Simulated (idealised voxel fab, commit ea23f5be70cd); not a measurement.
Process module under the name voxel self aligned vias
It is cross-section cut that appears here, measuring 195 nm in width, its square cells being 5 nm in size.
This document writes a cross-section as a grid whose cells are square, and gives it as bands, listed from the top down; one or more rows of cells form a band. First you get the band's top height and its bottom height, in nm, and then the materials it's made of, left to right, with each width in nm. If you see a single material with "edge to edge", that one covers the band edge to edge. "air" is empty space. Heights from 0 (as-received wafer is one material below). Bottom band endless downward, as "0 nm and below". A two-number width, for instance "30 to 40", indicates that the width is equal to the first number in the top row of the band and to the second number in the bottom row, and that it changes by a constant amount per row of cells. Where a step carries "stayed the same", the cross-section came out of it unchanged, cell for cell. The label "Tabulated closed voids" introduces a list of the empty spaces, 8 cells or larger, that have no open way up to the top; each entry in it reads width x height at distance, where the distance is taken from the left edge and all three are stated in nm. Where a step's line continues beyond its settings, the continuation is a remark by the simulator itself on that step. overlay nm: how far to the right of its planned place the mask lay on this masked step (negative: to the left). Note on reading: below, each pair holds a cross-section from before one process step and one from after it; the one from after shows only down to the lowest band that changed. Beneath the pair, the step in between is stated along with its settings. The pairs can stem from different runs of this module on the same starting wafer. Where a pair's entry headed "before" says so, and only there, that pair continues from the pair above it.

### before
- 45 nm to 40 nm: 55 SiO2 / 20 air / 40 SiO2 / 20 air / 60 SiO2
- 40 nm to 30 nm: 55 SiO2 / 5 TiN / 10 Ru / 5 TiN / 40 SiO2 / 5 TiN / 10 Ru / 5 TiN / 60 SiO2
- 30 nm to 25 nm: 55 SiO2 / 20 TiN / 40 SiO2 / 20 TiN / 60 SiO2
- 25 nm to 10 nm: SiCN edge to edge
- 10 nm to 0 nm: SiO2 edge to edge
- 0 nm and below: Si edge to edge
- Tabulated closed voids: none

### after
- 50 nm to 45 nm: SiN edge to edge
- 45 nm to 40 nm: 55 SiO2 / 20 SiN / 40 SiO2 / 20 SiN / 60 SiO2
- At heights below 40, the structure remains unaltered.
- Tabulated closed voids: none
The two cross-sections above are separated by a single process step, namely FILL_DEP (material SiN; thk nm 5)

before: Reference is made to the cross-section shown after the step in the pair directly above, which represents the state prior to this step.

### after
- 45 nm to 40 nm: 55 SiO2 / 20 SiN / 40 SiO2 / 20 SiN / 60 SiO2
- At heights below 40, the structure remains unaltered.
- Tabulated closed voids: none
The two cross-sections above are separated by a single process step, namely CMP (height nm 45)

before: Reference is made to the cross-section shown after the step in the pair directly above, which represents the state prior to this step.

### after
- 65 nm to 45 nm: SiO2 edge to edge
- At heights below 45, the structure remains unaltered.
- Tabulated closed voids: none
The two cross-sections above are separated by a single process step, namely DIRECTIONAL_DEP (material SiO2; thk nm 20)

before: Reference is made to the cross-section shown after the step in the pair directly above, which represents the state prior to this step.

### after
- 75 nm to 65 nm: aC edge to edge
- At heights below 65, the structure remains unaltered.
- Tabulated closed voids: none
The two cross-sections above are separated by a single process step, namely DIRECTIONAL_DEP (material aC; thk nm 10)

before: Reference is made to the cross-section shown after the step in the pair directly above, which represents the state prior to this step.

### after
- 105 nm to 75 nm: 45 resist / 40 air / 20 resist / 40 air / 50 resist
- At heights below 75, the structure remains unaltered.
- Tabulated closed voids: none
The two cross-sections above are separated by a single process step, namely PATTERN (tone open; mask id VIAS; material resist; width nm 40; pitch nm 60; thk nm 30; overlay nm 0)

before: Reference is made to the cross-section shown after the step in the pair directly above, which represents the state prior to this step.

### after
- 95 nm to 75 nm: 45 resist / 40 air / 20 resist / 40 air / 50 resist
- 75 nm to 65 nm: 45 aC / 40 air / 20 aC / 40 air / 50 aC
- At heights below 65, the structure remains unaltered.
- Tabulated closed voids: none
The two cross-sections above are separated by a single process step, namely DIRECTIONAL_ETCH (etch materials aC; depth nm 10)

before: Reference is made to the cross-section shown after the step in the pair directly above, which represents the state prior to this step.

### after
- 75 nm to 65 nm: 45 aC / 40 air / 20 aC / 40 air / 50 aC
- At heights below 65, the structure remains unaltered.
- Tabulated closed voids: none
The two cross-sections above are separated by a single process step, namely STRIP (etch materials resist)

before: Reference is made to the cross-section shown after the step in the pair directly above, which represents the state prior to this step.

### after
- 75 nm to 65 nm: 45 aC / 40 air / 20 aC / 40 air / 50 aC
- 65 nm to 45 nm: 45 SiO2 / 40 air / 20 SiO2 / 40 air / 50 SiO2
- At heights below 45, the structure remains unaltered.
- Tabulated closed voids: none
The two cross-sections above are separated by a single process step, namely DIRECTIONAL_ETCH (etch materials SiO2; depth nm 20)

before: Reference is made to the cross-section shown after the step in the pair directly above, which represents the state prior to this step.

### after
- 75 nm to 65 nm: 45 aC / 40 air / 20 aC / 40 air / 50 aC
- 65 nm to 45 nm: 45 SiO2 / 40 air / 20 SiO2 / 40 air / 50 SiO2
- 45 nm to 40 nm: 55 SiO2 / 20 air / 40 SiO2 / 20 air / 60 SiO2
- At heights below 40, the structure remains unaltered.
- Tabulated closed voids: none
The two cross-sections above are separated by a single process step, namely DIRECTIONAL_ETCH (etch materials SiN; depth nm 5)

before: Reference is made to the cross-section shown after the step in the pair directly above, which represents the state prior to this step.

### after
- 65 nm to 45 nm: 45 SiO2 / 40 air / 20 SiO2 / 40 air / 50 SiO2
- At heights below 45, the structure remains unaltered.
- Tabulated closed voids: none
The two cross-sections above are separated by a single process step, namely STRIP (etch materials aC)

before: Reference is made to the cross-section shown after the step in the pair directly above, which represents the state prior to this step.

### after
- 70 nm to 65 nm: 50 TiN / 30 air / 30 TiN / 30 air / 55 TiN
- 65 nm to 50 nm: 45 SiO2 / 5 TiN / 30 air / 5 TiN / 20 SiO2 / 5 TiN / 30 air / 5 TiN / 50 SiO2
- 50 nm to 45 nm: 45 SiO2 / 15 TiN / 10 air / 15 TiN / 20 SiO2 / 15 TiN / 10 air / 15 TiN / 50 SiO2
- 45 nm to 40 nm: 55 SiO2 / 20 TiN / 40 SiO2 / 20 TiN / 60 SiO2
- At heights below 40, the structure remains unaltered.
- Tabulated closed voids: none
The two cross-sections above are separated by a single process step, namely CONFORMAL_DEP (material TiN; thk nm 5)

before: Reference is made to the cross-section shown after the step in the pair directly above, which represents the state prior to this step.

### after
- 80 nm to 70 nm: W edge to edge
- 70 nm to 65 nm: 50 TiN / 30 W / 30 TiN / 30 W / 55 TiN
- 65 nm to 50 nm: 45 SiO2 / 5 TiN / 30 W / 5 TiN / 20 SiO2 / 5 TiN / 30 W / 5 TiN / 50 SiO2
- 50 nm to 45 nm: 45 SiO2 / 15 TiN / 10 W / 15 TiN / 20 SiO2 / 15 TiN / 10 W / 15 TiN / 50 SiO2
- At heights below 45, the structure remains unaltered.
- Tabulated closed voids: none
The two cross-sections above are separated by a single process step, namely FILL_DEP (material W; thk nm 10)

before: Reference is made to the cross-section shown after the step in the pair directly above, which represents the state prior to this step.

### after
- 65 nm to 50 nm: 45 SiO2 / 5 TiN / 30 W / 5 TiN / 20 SiO2 / 5 TiN / 30 W / 5 TiN / 50 SiO2
- At heights below 50, the structure remains unaltered.
- Tabulated closed voids: none
The two cross-sections above are separated by a single process step, namely CMP (height nm 65)

before: Reference is made to the cross-section shown after the step in the pair directly above, which represents the state prior to this step.

### after
- 70 nm to 65 nm: SiCN edge to edge
- At heights below 65, the structure remains unaltered.
- Tabulated closed voids: none
The two cross-sections above are separated by a single process step, namely CONFORMAL_DEP (material SiCN; thk nm 5)

### before
- 75 nm to 65 nm: aC edge to edge
- 65 nm to 45 nm: SiO2 edge to edge
- 45 nm to 40 nm: 55 SiO2 / 20 SiN / 40 SiO2 / 20 SiN / 60 SiO2
- 40 nm to 20 nm: 55 SiO2 / 5 TiN / 10 Ru / 5 TiN / 40 SiO2 / 5 TiN / 10 Ru / 5 TiN / 60 SiO2
- 20 nm to 15 nm: 55 SiO2 / 20 TiN / 40 SiO2 / 20 TiN / 60 SiO2
- 15 nm to 10 nm: SiCN edge to edge
- 10 nm to 0 nm: SiO2 edge to edge
- 0 nm and below: Si edge to edge
- Tabulated closed voids: none

### after
- 105 nm to 75 nm: 45 resist / 45 air / 15 resist / 45 air / 45 resist
- At heights below 75, the structure remains unaltered.
- Tabulated closed voids: none
The two cross-sections above are separated by a single process step, namely PATTERN (tone open; mask id VIAS; material resist; width nm 45; pitch nm 60; thk nm 30; overlay nm 0)

before: Reference is made to the cross-section shown after the step in the pair directly above, which represents the state prior to this step.

### after
- 95 nm to 75 nm: 45 resist / 45 air / 15 resist / 45 air / 45 resist
- 75 nm to 65 nm: 45 aC / 45 air / 15 aC / 45 air / 45 aC
- At heights below 65, the structure remains unaltered.
- Tabulated closed voids: none
The two cross-sections above are separated by a single process step, namely DIRECTIONAL_ETCH (etch materials aC; depth nm 10)

before: Reference is made to the cross-section shown after the step in the pair directly above, which represents the state prior to this step.

### after
- 75 nm to 65 nm: 45 aC / 45 air / 15 aC / 45 air / 45 aC
- At heights below 65, the structure remains unaltered.
- Tabulated closed voids: none
The two cross-sections above are separated by a single process step, namely STRIP (etch materials resist)

before: Reference is made to the cross-section shown after the step in the pair directly above, which represents the state prior to this step.

### after
- 75 nm to 65 nm: 45 aC / 45 air / 15 aC / 45 air / 45 aC
- 65 nm to 45 nm: 45 SiO2 / 45 air / 15 SiO2 / 45 air / 45 SiO2
- At heights below 45, the structure remains unaltered.
- Tabulated closed voids: none
The two cross-sections above are separated by a single process step, namely DIRECTIONAL_ETCH (etch materials SiO2; depth nm 20)

before: Reference is made to the cross-section shown after the step in the pair directly above, which represents the state prior to this step.

### after
- 75 nm to 65 nm: 45 aC / 45 air / 15 aC / 45 air / 45 aC
- 65 nm to 45 nm: 45 SiO2 / 45 air / 15 SiO2 / 45 air / 45 SiO2
- 45 nm to 40 nm: 55 SiO2 / 20 air / 40 SiO2 / 20 air / 60 SiO2
- At heights below 40, the structure remains unaltered.
- Tabulated closed voids: none
The two cross-sections above are separated by a single process step, namely DIRECTIONAL_ETCH (etch materials SiN; depth nm 5)

before: Reference is made to the cross-section shown after the step in the pair directly above, which represents the state prior to this step.

### after
- 65 nm to 45 nm: 45 SiO2 / 45 air / 15 SiO2 / 45 air / 45 SiO2
- At heights below 45, the structure remains unaltered.
- Tabulated closed voids: none
The two cross-sections above are separated by a single process step, namely STRIP (etch materials aC)

before: Reference is made to the cross-section shown after the step in the pair directly above, which represents the state prior to this step.

### after
- 70 nm to 65 nm: 50 TiN / 35 air / 25 TiN / 35 air / 50 TiN
- 65 nm to 50 nm: 45 SiO2 / 5 TiN / 35 air / 5 TiN / 15 SiO2 / 5 TiN / 35 air / 5 TiN / 45 SiO2
- 50 nm to 45 nm: 45 SiO2 / 15 TiN / 10 air / 20 TiN / 15 SiO2 / 15 TiN / 10 air / 20 TiN / 45 SiO2
- 45 nm to 40 nm: 55 SiO2 / 20 TiN / 40 SiO2 / 20 TiN / 60 SiO2
- At heights below 40, the structure remains unaltered.
- Tabulated closed voids: none
The two cross-sections above are separated by a single process step, namely CONFORMAL_DEP (material TiN; thk nm 5)

before: Reference is made to the cross-section shown after the step in the pair directly above, which represents the state prior to this step.

### after
- 80 nm to 70 nm: W edge to edge
- 70 nm to 65 nm: 50 TiN / 35 W / 25 TiN / 35 W / 50 TiN
- 65 nm to 50 nm: 45 SiO2 / 5 TiN / 35 W / 5 TiN / 15 SiO2 / 5 TiN / 35 W / 5 TiN / 45 SiO2
- 50 nm to 45 nm: 45 SiO2 / 15 TiN / 10 W / 20 TiN / 15 SiO2 / 15 TiN / 10 W / 20 TiN / 45 SiO2
- At heights below 45, the structure remains unaltered.
- Tabulated closed voids: none
The two cross-sections above are separated by a single process step, namely FILL_DEP (material W; thk nm 10)

before: Reference is made to the cross-section shown after the step in the pair directly above, which represents the state prior to this step.

### after
- 65 nm to 50 nm: 45 SiO2 / 5 TiN / 35 W / 5 TiN / 15 SiO2 / 5 TiN / 35 W / 5 TiN / 45 SiO2
- At heights below 50, the structure remains unaltered.
- Tabulated closed voids: none
The two cross-sections above are separated by a single process step, namely CMP (height nm 65)

before: Reference is made to the cross-section shown after the step in the pair directly above, which represents the state prior to this step.

### after
- 70 nm to 65 nm: SiCN edge to edge
- At heights below 65, the structure remains unaltered.
- Tabulated closed voids: none
The two cross-sections above are separated by a single process step, namely CONFORMAL_DEP (material SiCN; thk nm 5)

### before
- 75 nm to 65 nm: aC edge to edge
- 65 nm to 45 nm: SiO2 edge to edge
- 45 nm to 40 nm: 55 SiO2 / 20 SiN / 40 SiO2 / 20 SiN / 60 SiO2
- 40 nm to 20 nm: 55 SiO2 / 5 TiN / 10 Ru / 5 TiN / 40 SiO2 / 5 TiN / 10 Ru / 5 TiN / 60 SiO2
- 20 nm to 15 nm: 55 SiO2 / 20 TiN / 40 SiO2 / 20 TiN / 60 SiO2
- 15 nm to 10 nm: SiCN edge to edge
- 10 nm to 0 nm: SiO2 edge to edge
- 0 nm and below: Si edge to edge
- Tabulated closed voids: none

### after
- 105 nm to 75 nm: 50 resist / 40 air / 20 resist / 40 air / 45 resist
- At heights below 75, the structure remains unaltered.
- Tabulated closed voids: none
The two cross-sections above are separated by a single process step, namely PATTERN (tone open; mask id VIAS; material resist; width nm 40; pitch nm 60; thk nm 30; overlay nm 5)

before: Reference is made to the cross-section shown after the step in the pair directly above, which represents the state prior to this step.

### after
- 95 nm to 75 nm: 50 resist / 40 air / 20 resist / 40 air / 45 resist
- 75 nm to 65 nm: 50 aC / 40 air / 20 aC / 40 air / 45 aC
- At heights below 65, the structure remains unaltered.
- Tabulated closed voids: none
The two cross-sections above are separated by a single process step, namely DIRECTIONAL_ETCH (etch materials aC; depth nm 10)

before: Reference is made to the cross-section shown after the step in the pair directly above, which represents the state prior to this step.

### after
- 75 nm to 65 nm: 50 aC / 40 air / 20 aC / 40 air / 45 aC
- At heights below 65, the structure remains unaltered.
- Tabulated closed voids: none
The two cross-sections above are separated by a single process step, namely STRIP (etch materials resist)

before: Reference is made to the cross-section shown after the step in the pair directly above, which represents the state prior to this step.

### after
- 75 nm to 65 nm: 50 aC / 40 air / 20 aC / 40 air / 45 aC
- 65 nm to 45 nm: 50 SiO2 / 40 air / 20 SiO2 / 40 air / 45 SiO2
- At heights below 45, the structure remains unaltered.
- Tabulated closed voids: none
The two cross-sections above are separated by a single process step, namely DIRECTIONAL_ETCH (etch materials SiO2; depth nm 20)

before: Reference is made to the cross-section shown after the step in the pair directly above, which represents the state prior to this step.

### after
- 75 nm to 65 nm: 50 aC / 40 air / 20 aC / 40 air / 45 aC
- 65 nm to 45 nm: 50 SiO2 / 40 air / 20 SiO2 / 40 air / 45 SiO2
- 45 nm to 40 nm: 55 SiO2 / 20 air / 40 SiO2 / 20 air / 60 SiO2
- At heights below 40, the structure remains unaltered.
- Tabulated closed voids: none
The two cross-sections above are separated by a single process step, namely DIRECTIONAL_ETCH (etch materials SiN; depth nm 5)

before: Reference is made to the cross-section shown after the step in the pair directly above, which represents the state prior to this step.

### after
- 65 nm to 45 nm: 50 SiO2 / 40 air / 20 SiO2 / 40 air / 45 SiO2
- At heights below 45, the structure remains unaltered.
- Tabulated closed voids: none
The two cross-sections above are separated by a single process step, namely STRIP (etch materials aC)

before: Reference is made to the cross-section shown after the step in the pair directly above, which represents the state prior to this step.

### after
- 70 nm to 65 nm: 55 TiN / 30 air / 30 TiN / 30 air / 50 TiN
- 65 nm to 50 nm: 50 SiO2 / 5 TiN / 30 air / 5 TiN / 20 SiO2 / 5 TiN / 30 air / 5 TiN / 45 SiO2
- 50 nm to 45 nm: 50 SiO2 / 10 TiN / 10 air / 20 TiN / 20 SiO2 / 10 TiN / 10 air / 20 TiN / 45 SiO2
- 45 nm to 40 nm: 55 SiO2 / 20 TiN / 40 SiO2 / 20 TiN / 60 SiO2
- At heights below 40, the structure remains unaltered.
- Tabulated closed voids: none
The two cross-sections above are separated by a single process step, namely CONFORMAL_DEP (material TiN; thk nm 5)

before: Reference is made to the cross-section shown after the step in the pair directly above, which represents the state prior to this step.

### after
- 80 nm to 70 nm: W edge to edge
- 70 nm to 65 nm: 55 TiN / 30 W / 30 TiN / 30 W / 50 TiN
- 65 nm to 50 nm: 50 SiO2 / 5 TiN / 30 W / 5 TiN / 20 SiO2 / 5 TiN / 30 W / 5 TiN / 45 SiO2
- 50 nm to 45 nm: 50 SiO2 / 10 TiN / 10 W / 20 TiN / 20 SiO2 / 10 TiN / 10 W / 20 TiN / 45 SiO2
- At heights below 45, the structure remains unaltered.
- Tabulated closed voids: none
The two cross-sections above are separated by a single process step, namely FILL_DEP (material W; thk nm 10)

before: Reference is made to the cross-section shown after the step in the pair directly above, which represents the state prior to this step.

### after
- 65 nm to 50 nm: 50 SiO2 / 5 TiN / 30 W / 5 TiN / 20 SiO2 / 5 TiN / 30 W / 5 TiN / 45 SiO2
- At heights below 50, the structure remains unaltered.
- Tabulated closed voids: none
The two cross-sections above are separated by a single process step, namely CMP (height nm 65)

before: Reference is made to the cross-section shown after the step in the pair directly above, which represents the state prior to this step.

### after
- 70 nm to 65 nm: SiCN edge to edge
- At heights below 65, the structure remains unaltered.
- Tabulated closed voids: none
The two cross-sections above are separated by a single process step, namely CONFORMAL_DEP (material SiCN; thk nm 5)

### before
- 65 nm to 50 nm: 45 SiO2 / 5 TiN / 30 W / 5 TiN / 20 SiO2 / 5 TiN / 30 W / 5 TiN / 50 SiO2
- 50 nm to 45 nm: 45 SiO2 / 15 TiN / 10 W / 15 TiN / 20 SiO2 / 15 TiN / 10 W / 15 TiN / 50 SiO2
- 45 nm to 40 nm: 55 SiO2 / 20 TiN / 40 SiO2 / 20 TiN / 60 SiO2
- 40 nm to 20 nm: 55 SiO2 / 5 TiN / 10 Ru / 5 TiN / 40 SiO2 / 5 TiN / 10 Ru / 5 TiN / 60 SiO2
- 20 nm to 15 nm: 55 SiO2 / 20 TiN / 40 SiO2 / 20 TiN / 60 SiO2
- 15 nm to 10 nm: SiCN edge to edge
- 10 nm to 0 nm: SiO2 edge to edge
- 0 nm and below: Si edge to edge
- Tabulated closed voids: none

### after
- 70 nm to 65 nm: SiO2 edge to edge
- At heights below 65, the structure remains unaltered.
- Tabulated closed voids: none
The two cross-sections above are separated by a single process step, namely CONFORMAL_DEP (material SiO2; thk nm 5)

### before
- 45 nm to 15 nm: SiO2 edge to edge
- 15 nm to 10 nm: SiCN edge to edge
- 10 nm to 0 nm: SiO2 edge to edge
- 0 nm and below: Si edge to edge
- Tabulated closed voids: none

### after
- 45 nm to 15 nm: 55 air / 20 SiO2 / 40 air / 20 SiO2 / 60 air
- At heights below 15, the structure remains unaltered.
- Tabulated closed voids: none
The two cross-sections above are separated by a single process step, namely MASKED_ETCH (tone cover; mask id LINES; width nm 20; pitch nm 60; etch materials SiO2; depth nm 30; overlay nm 0)

before: Reference is made to the cross-section shown after the step in the pair directly above, which represents the state prior to this step.

### after
- 50 nm to 45 nm: 50 air / 30 TiN / 30 air / 30 TiN / 55 air
- 45 nm to 20 nm: 50 air / 5 TiN / 20 SiO2 / 5 TiN / 30 air / 5 TiN / 20 SiO2 / 5 TiN / 55 air
- 20 nm to 15 nm: 55 TiN / 20 SiO2 / 40 TiN / 20 SiO2 / 60 TiN
- At heights below 15, the structure remains unaltered.
- Tabulated closed voids: none
The two cross-sections above are separated by a single process step, namely CONFORMAL_DEP (material TiN; thk nm 5)

before: Reference is made to the cross-section shown after the step in the pair directly above, which represents the state prior to this step.

### after
- 60 nm to 50 nm: Ru edge to edge
- 50 nm to 45 nm: 50 Ru / 30 TiN / 30 Ru / 30 TiN / 55 Ru
- 45 nm to 20 nm: 50 Ru / 5 TiN / 20 SiO2 / 5 TiN / 30 Ru / 5 TiN / 20 SiO2 / 5 TiN / 55 Ru
- At heights below 20, the structure remains unaltered.
- Tabulated closed voids: none
The two cross-sections above are separated by a single process step, namely FILL_DEP (material Ru; thk nm 10)

before: Reference is made to the cross-section shown after the step in the pair directly above, which represents the state prior to this step.

### after
- 45 nm to 20 nm: 50 Ru / 5 TiN / 20 SiO2 / 5 TiN / 30 Ru / 5 TiN / 20 SiO2 / 5 TiN / 55 Ru
- At heights below 20, the structure remains unaltered.
- Tabulated closed voids: none
The two cross-sections above are separated by a single process step, namely CMP (height nm 45)

before: Reference is made to the cross-section shown after the step in the pair directly above, which represents the state prior to this step.

### after
- 45 nm to 40 nm: 55 air / 20 SiO2 / 40 air / 20 SiO2 / 60 air
- At heights below 40, the structure remains unaltered.
- Tabulated closed voids: none
The two cross-sections above are separated by a single process step, namely SELECTIVE_ETCH (etch materials W Ru TiN; depth nm 5)

before: Reference is made to the cross-section shown after the step in the pair directly above, which represents the state prior to this step.

### after
- 50 nm to 45 nm: SiN edge to edge
- 45 nm to 40 nm: 55 SiN / 20 SiO2 / 40 SiN / 20 SiO2 / 60 SiN
- At heights below 40, the structure remains unaltered.
- Tabulated closed voids: none
The two cross-sections above are separated by a single process step, namely FILL_DEP (material SiN; thk nm 5)

before: Reference is made to the cross-section shown after the step in the pair directly above, which represents the state prior to this step.

### after
- 45 nm to 40 nm: 55 SiN / 20 SiO2 / 40 SiN / 20 SiO2 / 60 SiN
- At heights below 40, the structure remains unaltered.
- Tabulated closed voids: none
The two cross-sections above are separated by a single process step, namely CMP (height nm 45)

before: Reference is made to the cross-section shown after the step in the pair directly above, which represents the state prior to this step.

### after
- 65 nm to 45 nm: SiO2 edge to edge
- At heights below 45, the structure remains unaltered.
- Tabulated closed voids: none
The two cross-sections above are separated by a single process step, namely DIRECTIONAL_DEP (material SiO2; thk nm 20)

before: Reference is made to the cross-section shown after the step in the pair directly above, which represents the state prior to this step.

### after
- 75 nm to 65 nm: aC edge to edge
- At heights below 65, the structure remains unaltered.
- Tabulated closed voids: none
The two cross-sections above are separated by a single process step, namely DIRECTIONAL_DEP (material aC; thk nm 10)

before: Reference is made to the cross-section shown after the step in the pair directly above, which represents the state prior to this step.

### after
- 105 nm to 75 nm: 45 resist / 40 air / 20 resist / 40 air / 50 resist
- At heights below 75, the structure remains unaltered.
- Tabulated closed voids: none
The two cross-sections above are separated by a single process step, namely PATTERN (tone open; mask id VIAS; material resist; width nm 40; pitch nm 60; thk nm 30; overlay nm 0)

before: Reference is made to the cross-section shown after the step in the pair directly above, which represents the state prior to this step.

### after
- 95 nm to 75 nm: 45 resist / 40 air / 20 resist / 40 air / 50 resist
- 75 nm to 65 nm: 45 aC / 40 air / 20 aC / 40 air / 50 aC
- At heights below 65, the structure remains unaltered.
- Tabulated closed voids: none
The two cross-sections above are separated by a single process step, namely DIRECTIONAL_ETCH (etch materials aC; depth nm 10)

before: Reference is made to the cross-section shown after the step in the pair directly above, which represents the state prior to this step.

### after
- 75 nm to 65 nm: 45 aC / 40 air / 20 aC / 40 air / 50 aC
- At heights below 65, the structure remains unaltered.
- Tabulated closed voids: none
The two cross-sections above are separated by a single process step, namely STRIP (etch materials resist)

before: Reference is made to the cross-section shown after the step in the pair directly above, which represents the state prior to this step.

### after
- 75 nm to 65 nm: 45 aC / 40 air / 20 aC / 40 air / 50 aC
- 65 nm to 45 nm: 45 SiO2 / 40 air / 20 SiO2 / 40 air / 50 SiO2
- At heights below 45, the structure remains unaltered.
- Tabulated closed voids: none
The two cross-sections above are separated by a single process step, namely DIRECTIONAL_ETCH (etch materials SiO2; depth nm 20)

before: Reference is made to the cross-section shown after the step in the pair directly above, which represents the state prior to this step.

### after
- 75 nm to 65 nm: 45 aC / 40 air / 20 aC / 40 air / 50 aC
- 65 nm to 45 nm: 45 SiO2 / 40 air / 20 SiO2 / 40 air / 50 SiO2
- 45 nm to 40 nm: 45 SiN / 10 air / 20 SiO2 / 10 air / 20 SiN / 10 air / 20 SiO2 / 10 air / 50 SiN
- At heights below 40, the structure remains unaltered.
- Tabulated closed voids: none
The two cross-sections above are separated by a single process step, namely DIRECTIONAL_ETCH (etch materials SiN; depth nm 5)

before: Reference is made to the cross-section shown after the step in the pair directly above, which represents the state prior to this step.

### after
- 65 nm to 45 nm: 45 SiO2 / 40 air / 20 SiO2 / 40 air / 50 SiO2
- At heights below 45, the structure remains unaltered.
- Tabulated closed voids: none
The two cross-sections above are separated by a single process step, namely STRIP (etch materials aC)

before: Reference is made to the cross-section shown after the step in the pair directly above, which represents the state prior to this step.

### after
- 70 nm to 65 nm: 50 TiN / 30 air / 30 TiN / 30 air / 55 TiN
- 65 nm to 50 nm: 45 SiO2 / 5 TiN / 30 air / 5 TiN / 20 SiO2 / 5 TiN / 30 air / 5 TiN / 50 SiO2
- 50 nm to 45 nm: 45 SiO2 / 40 TiN / 20 SiO2 / 40 TiN / 50 SiO2
- 45 nm to 40 nm: 45 SiN / 10 TiN / 20 SiO2 / 10 TiN / 20 SiN / 10 TiN / 20 SiO2 / 10 TiN / 50 SiN
- At heights below 40, the structure remains unaltered.
- Tabulated closed voids: none
The two cross-sections above are separated by a single process step, namely CONFORMAL_DEP (material TiN; thk nm 5)

before: Reference is made to the cross-section shown after the step in the pair directly above, which represents the state prior to this step.

### after
- 80 nm to 70 nm: W edge to edge
- 70 nm to 65 nm: 50 TiN / 30 W / 30 TiN / 30 W / 55 TiN
- 65 nm to 50 nm: 45 SiO2 / 5 TiN / 30 W / 5 TiN / 20 SiO2 / 5 TiN / 30 W / 5 TiN / 50 SiO2
- At heights below 50, the structure remains unaltered.
- Tabulated closed voids: none
The two cross-sections above are separated by a single process step, namely FILL_DEP (material W; thk nm 10)

before: Reference is made to the cross-section shown after the step in the pair directly above, which represents the state prior to this step.

### after
- 65 nm to 50 nm: 45 SiO2 / 5 TiN / 30 W / 5 TiN / 20 SiO2 / 5 TiN / 30 W / 5 TiN / 50 SiO2
- At heights below 50, the structure remains unaltered.
- Tabulated closed voids: none
The two cross-sections above are separated by a single process step, namely CMP (height nm 65)

before: Reference is made to the cross-section shown after the step in the pair directly above, which represents the state prior to this step.

### after
- 70 nm to 65 nm: SiCN edge to edge
- At heights below 65, the structure remains unaltered.
- Tabulated closed voids: none
The two cross-sections above are separated by a single process step, namely CONFORMAL_DEP (material SiCN; thk nm 5)
